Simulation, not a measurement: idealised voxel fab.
Process module name: voxel capacitor over wiring
We display cut, a cross-section 190 nm in width whose square cells are each 5 nm.
A cross-section is written here as square cells arranged in a grid, and it is given in bands from the top down, each band taking up one or more rows of cells. Band: top height; bottom height; in nm. Then, left to right: material with width in nm, for each material. "throughout": a single material spanning edge to edge. "air": empty space. The level at which height equals 0 is the one under which the wafer, as it arrives, is entirely one material. No lower edge exists for the bottom band, which continues downward and is notated as in "0 down". It should be noted that a width expressed as "30 to 40" varies in equal increments from row to row of cells within the band, taking the value of the first number at the top row and that of the second number at the bottom row. Any step labelled "no alteration" changed none of the cells in the cross-section. Voids not open to the top, 8 cells minimum: see "Enclosed internal voids". Written width x height at distance; distance is from the left edge; nm. Where a step's line continues beyond its settings, the continuation is a remark by the simulator itself on that step. overlay nm, on a step with a mask: how far to the right of its planned place the mask lay; to the left if negative.

**Process steps - plan**
1) RECEIVE,material Si
2) CONFORMAL_DEP,material SiO2,thk nm 15
3) CONFORMAL_DEP,material SiCN,thk nm 5
4) DIRECTIONAL_DEP,material lowk,thk nm 20
5) PATTERN,tone open,mask id METAL_1,material resist,width nm 30,pitch nm 95,thk nm 15,overlay nm 0
6) DIRECTIONAL_ETCH,etch materials lowk,depth nm 20
7) DIRECTIONAL_ETCH,etch materials SiCN,depth nm 5
8) STRIP,etch materials resist
9) CONFORMAL_DEP,material TiN,thk nm 5
10) FILL_DEP,material Ru,thk nm 5
11) CMP,height nm 40
12) EPI,material Ru,thk nm 5
13) FILL_DEP,material SiCN,thk nm 5
14) DIRECTIONAL_DEP,material SiO2,thk nm 10
15) PATTERN,tone open,mask id PLUG_1,material resist,width nm 15,thk nm 15,overlay nm 0
16) DIRECTIONAL_ETCH,etch materials SiO2,depth nm 10
17) DIRECTIONAL_ETCH,etch materials SiCN,depth nm 5
18) STRIP,etch materials resist
19) EPI,material Ru,thk nm 10
20) EPI,material Ru,thk nm 5
21) DIRECTIONAL_DEP,material TiN,thk nm 10
22) DIRECTIONAL_DEP,material HfO2,thk nm 5
23) DIRECTIONAL_DEP,material TiN,thk nm 5
24) PATTERN,tone cover,mask id UPPER_PLATE,material resist,width nm 70,thk nm 15,overlay nm 0
25) DIRECTIONAL_ETCH,etch materials TiN,depth nm 5
26) DIRECTIONAL_ETCH,etch materials HfO2,depth nm 5
27) STRIP,etch materials resist
28) MASKED_ETCH,tone cover,mask id LOWER_PLATE,width nm 80,etch materials TiN,depth nm 10,overlay nm 0
29) FILL_DEP,material SiO2,thk nm 15
30) CMP,height nm 90
31) DIRECTIONAL_DEP,material aC,thk nm 15
32) PATTERN,tone open,mask id PLUG_2,material resist,width nm 15,thk nm 35,overlay nm 0
33) DIRECTIONAL_ETCH,etch materials aC,depth nm 15
34) STRIP,etch materials resist
35) DIRECTIONAL_ETCH,etch materials SiO2,depth nm 10
36) STRIP,etch materials aC
37) CONFORMAL_DEP,material TiN,thk nm 5
38) FILL_DEP,material Ru,thk nm 5
39) CMP,height nm 90
40) CONFORMAL_DEP,material SiCN,thk nm 5

**On the first of the two wafers: run conducted according to plan**

**as received, after step 1**
0 down  Si throughout
Enclosed internal voids: none

**How the wafer stands in section after step 2**
15 to 0  SiO2 throughout
below 0: unchanged

**How the wafer stands in section after step 3**
20 to 15  SiCN throughout
below 15: unchanged

**How the wafer stands in section after step 4**
40 to 20  lowk throughout
below 20: unchanged

**How the wafer stands in section after step 5**
55 to 40  resist=30; air=30; resist=65; air=30; resist=35
below 40: unchanged

**How the wafer stands in section after step 6**
55 to 40  resist=30; air=30; resist=65; air=30; resist=35
40 to 20  lowk=30; air=30; lowk=65; air=30; lowk=35
below 20: unchanged

**How the wafer stands in section after step 7**
55 to 40  resist=30; air=30; resist=65; air=30; resist=35
40 to 20  lowk=30; air=30; lowk=65; air=30; lowk=35
20 to 15  SiCN=30; air=30; SiCN=65; air=30; SiCN=35
below 15: unchanged

**How the wafer stands in section after step 8**
40 to 20  lowk=30; air=30; lowk=65; air=30; lowk=35
below 20: unchanged

**How the wafer stands in section after step 9**
45 to 40  TiN=35; air=20; TiN=75; air=20; TiN=40
40 to 20  lowk=30; TiN=5; air=20; TiN=5; lowk=65; TiN=5; air=20; TiN=5; lowk=35
20 to 15  SiCN=30; TiN=30; SiCN=65; TiN=30; SiCN=35
below 15: unchanged

**How the wafer stands in section after step 10**
50 to 45  Ru throughout
45 to 40  TiN=35; Ru=20; TiN=75; Ru=20; TiN=40
40 to 20  lowk=30; TiN=5; Ru=20; TiN=5; lowk=65; TiN=5; Ru=20; TiN=5; lowk=35
below 20: unchanged

**How the wafer stands in section after step 11**
40 to 20  lowk=30; TiN=5; Ru=20; TiN=5; lowk=65; TiN=5; Ru=20; TiN=5; lowk=35
below 20: unchanged

**How the wafer stands in section after step 12**
45 to 40  air=25; Ru=40; air=55; Ru=40; air=30
below 40: unchanged

**How the wafer stands in section after step 13**
50 to 45  SiCN throughout
45 to 40  SiCN=25; Ru=40; SiCN=55; Ru=40; SiCN=30
below 40: unchanged

**How the wafer stands in section after step 14**
60 to 50  SiO2 throughout
below 50: unchanged

**How the wafer stands in section after step 15**
75 to 60  resist=45; air=15; resist=130
below 60: unchanged

**How the wafer stands in section after step 16**
75 to 60  resist=45; air=15; resist=130
60 to 50  SiO2=45; air=15; SiO2=130
below 50: unchanged

**How the wafer stands in section after step 17**
75 to 60  resist=45; air=15; resist=130
60 to 50  SiO2=45; air=15; SiO2=130
50 to 45  SiCN=45; air=15; SiCN=130
below 45: unchanged

**How the wafer stands in section after step 18**
60 to 50  SiO2=45; air=15; SiO2=130
below 50: unchanged

**How the wafer stands in section after step 19**
60 to 55  SiO2=45; air=15; SiO2=130
55 to 50  SiO2=45; Ru=15; SiO2=130
50 to 45  SiCN=45; Ru=15; SiCN=130
below 45: unchanged

**How the wafer stands in section after step 20**
60 to 50  SiO2=45; Ru=15; SiO2=130
below 50: unchanged

**How the wafer stands in section after step 21**
70 to 60  TiN throughout
below 60: unchanged

**How the wafer stands in section after step 22**
75 to 70  HfO2 throughout
below 70: unchanged

**How the wafer stands in section after step 23**
80 to 75  TiN throughout
below 75: unchanged

**How the wafer stands in section after step 24**
95 to 80  air=45; resist=70; air=75
below 80: unchanged

**How the wafer stands in section after step 25**
95 to 80  air=45; resist=70; air=75
80 to 75  air=45; TiN=70; air=75
below 75: unchanged

**How the wafer stands in section after step 26**
95 to 80  air=45; resist=70; air=75
80 to 75  air=45; TiN=70; air=75
75 to 70  air=45; HfO2=70; air=75
below 70: unchanged

**How the wafer stands in section after step 27**
80 to 75  air=45; TiN=70; air=75
below 75: unchanged

**How the wafer stands in section after step 28**
80 to 75  air=45; TiN=70; air=75
75 to 70  air=45; HfO2=70; air=75
70 to 60  air=40; TiN=80; air=70
below 60: unchanged

**How the wafer stands in section after step 29**
95 to 80  SiO2 throughout
80 to 75  SiO2=45; TiN=70; SiO2=75
75 to 70  SiO2=45; HfO2=70; SiO2=75
70 to 60  SiO2=40; TiN=80; SiO2=70
below 60: unchanged

**How the wafer stands in section after step 30**
90 to 80  SiO2 throughout
below 80: unchanged

**How the wafer stands in section after step 31**
105 to 90  aC throughout
below 90: unchanged

**How the wafer stands in section after step 32**
140 to 105  resist=55; air=15; resist=120
below 105: unchanged

**How the wafer stands in section after step 33**
125 to 105  resist=55; air=15; resist=120
105 to 90  aC=55; air=15; aC=120
below 90: unchanged

**How the wafer stands in section after step 34**
105 to 90  aC=55; air=15; aC=120
below 90: unchanged

**How the wafer stands in section after step 35**
105 to 90  aC=55; air=15; aC=120
90 to 80  SiO2=55; air=15; SiO2=120
below 80: unchanged

**How the wafer stands in section after step 36**
90 to 80  SiO2=55; air=15; SiO2=120
below 80: unchanged

**How the wafer stands in section after step 37**
95 to 90  TiN=60; air=5; TiN=125
90 to 85  SiO2=55; TiN=5; air=5; TiN=5; SiO2=120
85 to 75  SiO2=55 to 45; TiN=15 to 70; SiO2=120 to 75
below 75: unchanged

**How the wafer stands in section after step 38**
100 to 95  Ru throughout
95 to 90  TiN=60; Ru=5; TiN=125
90 to 85  SiO2=55; TiN=5; Ru=5; TiN=5; SiO2=120
below 85: unchanged

**How the wafer stands in section after step 39**
90 to 85  SiO2=55; TiN=5; Ru=5; TiN=5; SiO2=120
below 85: unchanged

**How the wafer stands in section after step 40**
95 to 90  SiCN throughout
below 90: unchanged

**Second wafer. Start and plan as for the first. One mistake made in running. Agrees with the first up to and including step 3**

**Second wafer at the planned finish of step 4, seen in cross-section**
35 to 20  lowk throughout
below 20: unchanged

**Second wafer at the planned finish of step 5, seen in cross-section**
50 to 35  resist=30; air=30; resist=65; air=30; resist=35
below 35: unchanged

**Second wafer at the planned finish of step 6, seen in cross-section**
50 to 35  resist=30; air=30; resist=65; air=30; resist=35
35 to 20  lowk=30; air=30; lowk=65; air=30; lowk=35
below 20: unchanged

**Second wafer at the planned finish of step 7, seen in cross-section**
50 to 35  resist=30; air=30; resist=65; air=30; resist=35
35 to 20  lowk=30; air=30; lowk=65; air=30; lowk=35
20 to 15  SiCN=30; air=30; SiCN=65; air=30; SiCN=35
below 15: unchanged

**Second wafer at the planned finish of step 8, seen in cross-section**
35 to 20  lowk=30; air=30; lowk=65; air=30; lowk=35
below 20: unchanged

**Second wafer at the planned finish of step 9, seen in cross-section**
40 to 35  TiN=35; air=20; TiN=75; air=20; TiN=40
35 to 20  lowk=30; TiN=5; air=20; TiN=5; lowk=65; TiN=5; air=20; TiN=5; lowk=35
20 to 15  SiCN=30; TiN=30; SiCN=65; TiN=30; SiCN=35
below 15: unchanged

**Second wafer at the planned finish of step 10, seen in cross-section**
45 to 40  Ru throughout
40 to 35  TiN=35; Ru=20; TiN=75; Ru=20; TiN=40
35 to 20  lowk=30; TiN=5; Ru=20; TiN=5; lowk=65; TiN=5; Ru=20; TiN=5; lowk=35
below 20: unchanged

**Second wafer at the planned finish of step 11, seen in cross-section**
40 to 35  TiN=35; Ru=20; TiN=75; Ru=20; TiN=40
below 35: unchanged

**Second wafer at the planned finish of step 12, seen in cross-section**
45 to 40  Ru throughout
below 40: unchanged

**Second wafer at the planned finish of step 13, seen in cross-section**
50 to 45  SiCN throughout
below 45: unchanged

**Second wafer at the planned finish of step 14, seen in cross-section**
60 to 50  SiO2 throughout
below 50: unchanged

**Second wafer at the planned finish of step 15, seen in cross-section**
75 to 60  resist=45; air=15; resist=130
below 60: unchanged

**Second wafer at the planned finish of step 16, seen in cross-section**
75 to 60  resist=45; air=15; resist=130
60 to 50  SiO2=45; air=15; SiO2=130
below 50: unchanged

**Second wafer at the planned finish of step 17, seen in cross-section**
75 to 60  resist=45; air=15; resist=130
60 to 50  SiO2=45; air=15; SiO2=130
50 to 45  SiCN=45; air=15; SiCN=130
below 45: unchanged

**Second wafer at the planned finish of step 18, seen in cross-section**
60 to 50  SiO2=45; air=15; SiO2=130
below 50: unchanged

**Second wafer at the planned finish of step 19, seen in cross-section**
60 to 55  SiO2=45; air=15; SiO2=130
55 to 50  SiO2=45; Ru=15; SiO2=130
50 to 45  SiCN=45; Ru=15; SiCN=130
below 45: unchanged

**Second wafer at the planned finish of step 20, seen in cross-section**
60 to 50  SiO2=45; Ru=15; SiO2=130
below 50: unchanged

**Second wafer at the planned finish of step 21, seen in cross-section**
70 to 60  TiN throughout
below 60: unchanged

**Second wafer at the planned finish of step 22, seen in cross-section**
75 to 70  HfO2 throughout
below 70: unchanged

**Second wafer at the planned finish of step 23, seen in cross-section**
80 to 75  TiN throughout
below 75: unchanged

**Second wafer at the planned finish of step 24, seen in cross-section**
95 to 80  air=45; resist=70; air=75
below 80: unchanged

**Second wafer at the planned finish of step 25, seen in cross-section**
95 to 80  air=45; resist=70; air=75
80 to 75  air=45; TiN=70; air=75
below 75: unchanged

**Second wafer at the planned finish of step 26, seen in cross-section**
95 to 80  air=45; resist=70; air=75
80 to 75  air=45; TiN=70; air=75
75 to 70  air=45; HfO2=70; air=75
below 70: unchanged

**Second wafer at the planned finish of step 27, seen in cross-section**
80 to 75  air=45; TiN=70; air=75
below 75: unchanged

**Second wafer at the planned finish of step 28, seen in cross-section**
80 to 75  air=45; TiN=70; air=75
75 to 70  air=45; HfO2=70; air=75
70 to 60  air=40; TiN=80; air=70
below 60: unchanged

**Second wafer at the planned finish of step 29, seen in cross-section**
95 to 80  SiO2 throughout
80 to 75  SiO2=45; TiN=70; SiO2=75
75 to 70  SiO2=45; HfO2=70; SiO2=75
70 to 60  SiO2=40; TiN=80; SiO2=70
below 60: unchanged

**Second wafer at the planned finish of step 30, seen in cross-section**
90 to 80  SiO2 throughout
below 80: unchanged

**Second wafer at the planned finish of step 31, seen in cross-section**
105 to 90  aC throughout
below 90: unchanged

**Second wafer at the planned finish of step 32, seen in cross-section**
140 to 105  resist=55; air=15; resist=120
below 105: unchanged

**Second wafer at the planned finish of step 33, seen in cross-section**
125 to 105  resist=55; air=15; resist=120
105 to 90  aC=55; air=15; aC=120
below 90: unchanged

**Second wafer at the planned finish of step 34, seen in cross-section**
105 to 90  aC=55; air=15; aC=120
below 90: unchanged

**Second wafer at the planned finish of step 35, seen in cross-section**
105 to 90  aC=55; air=15; aC=120
90 to 80  SiO2=55; air=15; SiO2=120
below 80: unchanged

**Second wafer at the planned finish of step 36, seen in cross-section**
90 to 80  SiO2=55; air=15; SiO2=120
below 80: unchanged

**Second wafer at the planned finish of step 37, seen in cross-section**
95 to 90  TiN=60; air=5; TiN=125
90 to 85  SiO2=55; TiN=5; air=5; TiN=5; SiO2=120
85 to 75  SiO2=55 to 45; TiN=15 to 70; SiO2=120 to 75
below 75: unchanged

**Second wafer at the planned finish of step 38, seen in cross-section**
100 to 95  Ru throughout
95 to 90  TiN=60; Ru=5; TiN=125
90 to 85  SiO2=55; TiN=5; Ru=5; TiN=5; SiO2=120
below 85: unchanged

**Second wafer at the planned finish of step 39, seen in cross-section**
90 to 85  SiO2=55; TiN=5; Ru=5; TiN=5; SiO2=120
below 85: unchanged

**Second wafer at the planned finish of step 40, seen in cross-section**
95 to 90  SiCN throughout
below 90: unchanged
The mistake made against the process plan was this: the process deviated at step 4: the operation and settings actually run there were DIRECTIONAL_DEP,material lowk,thk nm 15
Cell-count delta at end, second wafer over first, by material: 22 more of Ru | 22 fewer of SiCN | 26 more of TiN | 26 fewer of lowk
